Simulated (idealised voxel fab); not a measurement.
The following process module bears the name voxel ribs on slabs.
We display cut, a cross-section 185 nm in width whose square cells are each 5 nm.
Square cells in a grid make up a cross-section in this document, and the grid is given as bands, listed from the top down, each one or more rows of cells.
Read a band's entry like this: the first values are the height of its top and the height of its bottom in nm, and what follows is the sequence of materials from left to right, each with its width in nm. Note that "air" is empty space, and that a single material marked "everywhere" reaches across the band from edge to edge.
It should be noted that heights are counted from 0, beneath which the wafer as supplied is of one material throughout, and that the lowest band possesses no lower boundary but continues downward, as written in "0 nm and below".
The expression "30 to 40" gives the width at the extremes of the band, the first number at its top row of cells and the second at its bottom row, with the width changing by equal amounts from each row to the next in between.
"everything unchanged" -> step changed no cross-section cell.
For the entry "Closed void listing", the listed items are empty spaces with no open way to the top whose size is 8 cells or more; each item follows the pattern width x height at distance, where distance is from the left edge and all three are in nm.
after a step's settings: what the simulator itself notes on the step
The setting "overlay nm" may be written on the line of a step. When the step uses a mask, the value reports how far to the right of the planned place the mask lay, and a negative value reports that it lay to the left.
[plan]
1) RECEIVE [material Si]
2) DIRECTIONAL_DEP [material SiO2] [thk nm 30]
3) DIRECTIONAL_DEP [material polySi] [thk nm 20]
4) MASKED_ETCH [tone cover] [mask id RIB] [width nm 20] [etch materials polySi] [depth nm 5] [overlay nm 0]
5) DIRECTIONAL_DEP [material aC] [thk nm 15]
6) PATTERN [tone cover] [mask id SLAB] [material resist] [width nm 50] [thk nm 30] [overlay nm 0]
7) DIRECTIONAL_ETCH [etch materials aC] [depth nm 15]
8) STRIP [etch materials resist]
9) DIRECTIONAL_ETCH [etch materials polySi] [depth nm 15]
10) STRIP [etch materials aC]
11) FILL_DEP [material SiO2] [thk nm 20]
12) CMP [height nm 60]
13) DIRECTIONAL_DEP [material W] [thk nm 5]
14) MASKED_ETCH [tone cover] [mask id HEATER] [width nm 30] [etch materials W] [depth nm 5] [overlay nm 0]
15) CONFORMAL_DEP [material SiO2] [thk nm 5]
[Delivered wafer in cross-section: state after step 1]
> 0 nm and below = Si everywhere
> Closed void listing: none
[End-of-module XS, first of two wafers, run as planned]
> 70 nm to 65 nm = air 70, SiO2 40, air 75
> 65 nm to 60 nm = SiO2 75, W 30, SiO2 80
> 60 nm to 50 nm = SiO2 everywhere
> 50 nm to 45 nm = SiO2 80, polySi 20, SiO2 85
> 45 nm to 30 nm = SiO2 65, polySi 50, SiO2 70
> 30 nm to 0 nm = SiO2 everywhere
> 0 nm and below = Si everywhere
> Closed void listing: none
[Now the second wafer, cross-sectioned at the end of the module. Nothing different at the start, nothing different in the plan compared with the first, just one mistake when it was actually run]
> 70 nm to 65 nm = air 75, SiO2 40, air 70
> 65 nm to 60 nm = SiO2 80, W 30, SiO2 75
> 60 nm to 50 nm = SiO2 everywhere
> 50 nm to 45 nm = SiO2 80, polySi 20, SiO2 85
> 45 nm to 30 nm = SiO2 65, polySi 50, SiO2 70
> 30 nm to 0 nm = SiO2 everywhere
> 0 nm and below = Si everywhere
> Closed void listing: none
Here's what went sideways: step 14 did not use the planned setting and instead ran as MASKED_ETCH [tone cover] [mask id HEATER] [width nm 30] [etch materials W] [depth nm 5] [overlay nm 5]
If you tally the cells, the second wafer ends up with the same amount of every material as the first; it's all just sitting in different places.
